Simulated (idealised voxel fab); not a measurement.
This is a process module. Its name is voxel tone inversion.
It is cross-section cut that appears here, measuring 185 nm in width, its square cells being 5 nm in size.
This document writes a cross-section as a grid whose cells are square, and gives it as bands, listed from the top down; one or more rows of cells form a band.
A band entry consists of two parts. The first gives the height of the band's top and the height of its bottom, in nm. The rest lists the band's materials from left to right, each with its width in nm. A single material labelled with the word "throughout" fills the band from edge to edge, and the word "blank" marks empty space.
Counting heights begins at 0, where everything beneath is, in the wafer as received, one material. The lowest band has no bottom; it goes on downwards, as "0 and below" shows.
Quick explanation for "30 to 40": the width changes in equal steps down the rows of cells, from the first number in the band's top row to the second number in its bottom row.
Take "nothing different" at face value: in the step it is given for, the cross-section changed in none of its cells.
In "Closed void catalog" the enclosed voids are listed, meaning empty spaces of 8 cells or larger without any opening to the top. The form is width x height at distance, distance from the left edge, units nm.
Past the settings on a step's line: simulator remark, on that step.
Among the settings permitted on a step's line is "overlay nm"; applied to a step with a mask, it specifies the extent to which the mask lay to the right of its planned position, whereas a negative figure signifies a position to the left.

Planned step list for the process
1. RECEIVE with material Si
2. CONFORMAL_DEP with material SiCN, thk nm 10
3. DIRECTIONAL_DEP with material aC, thk nm 15
4. PATTERN with tone cover, mask id POSTS, material resist, width nm 20, pitch nm 50, thk nm 20, overlay nm 0
5. DIRECTIONAL_ETCH with etch materials aC, depth nm 15
6. STRIP with etch materials resist
7. FILL_DEP with material lowk, thk nm 10
8. CMP with height nm 25
9. STRIP with etch materials aC
10. CONFORMAL_DEP with material TiN, thk nm 5
11. FILL_DEP with material W, thk nm 5
12. CMP with height nm 25
13. CONFORMAL_DEP with material SiCN, thk nm 5

Account of the first of two wafers, which was processed as intended

Cross-section of the wafer at receipt, which is the condition after step 1
> 0 and below  Si throughout
> Closed void catalog: none

Step 2 done - wafer cross-section
> 10 down to 0  SiCN throughout
> No changes below 0.

Step 3 done - wafer cross-section
> 25 down to 10  aC throughout
> No changes below 10.

Step 4 done - wafer cross-section
> 45 down to 25  55 nm blank; 20 nm resist; 30 nm blank; 20 nm resist; 60 nm blank
> No changes below 25.

Step 5 done - wafer cross-section
> 30 down to 25  55 nm blank; 20 nm resist; 30 nm blank; 20 nm resist; 60 nm blank
> 25 down to 10  55 nm blank; 20 nm aC; 30 nm blank; 20 nm aC; 60 nm blank
> No changes below 10.

Step 6 done - wafer cross-section
> 25 down to 10  55 nm blank; 20 nm aC; 30 nm blank; 20 nm aC; 60 nm blank
> No changes below 10.

Step 7 done - wafer cross-section
> 35 down to 25  lowk throughout
> 25 down to 10  55 nm lowk; 20 nm aC; 30 nm lowk; 20 nm aC; 60 nm lowk
> No changes below 10.

Step 8 done - wafer cross-section
> 25 down to 10  55 nm lowk; 20 nm aC; 30 nm lowk; 20 nm aC; 60 nm lowk
> No changes below 10.

Step 9 done - wafer cross-section
> 25 down to 10  55 nm lowk; 20 nm blank; 30 nm lowk; 20 nm blank; 60 nm lowk
> No changes below 10.

Step 10 done - wafer cross-section
> 30 down to 25  60 nm TiN; 10 nm blank; 40 nm TiN; 10 nm blank; 65 nm TiN
> 25 down to 15  55 nm lowk; 5 nm TiN; 10 nm blank; 5 nm TiN; 30 nm lowk; 5 nm TiN; 10 nm blank; 5 nm TiN; 60 nm lowk
> 15 down to 10  55 nm lowk; 20 nm TiN; 30 nm lowk; 20 nm TiN; 60 nm lowk
> No changes below 10.

Step 11 done - wafer cross-section
> 35 down to 30  W throughout
> 30 down to 25  60 nm TiN; 10 nm W; 40 nm TiN; 10 nm W; 65 nm TiN
> 25 down to 15  55 nm lowk; 5 nm TiN; 10 nm W; 5 nm TiN; 30 nm lowk; 5 nm TiN; 10 nm W; 5 nm TiN; 60 nm lowk
> No changes below 15.

Step 12 done - wafer cross-section
> 25 down to 15  55 nm lowk; 5 nm TiN; 10 nm W; 5 nm TiN; 30 nm lowk; 5 nm TiN; 10 nm W; 5 nm TiN; 60 nm lowk
> No changes below 15.

Step 13 done - wafer cross-section
> 30 down to 25  SiCN throughout
> No changes below 25.

Second wafer: like start, like plan, one mistake. Through step 11 it matches the first wafer

Planned end of step 12: second wafer, cross-section
> 15 down to 10  55 nm lowk; 20 nm TiN; 30 nm lowk; 20 nm TiN; 60 nm lowk
> No changes below 10.

Planned end of step 13: second wafer, cross-section
> 20 down to 15  SiCN throughout
> No changes below 15.
Error vs. plan: contrary to plan, step 12 was performed as CMP with height nm 15
Wafer comparison, final, in cells, second relative to first, materials more or fewer: TiN: 8 fewer; W: 8 fewer; lowk: 58 fewer
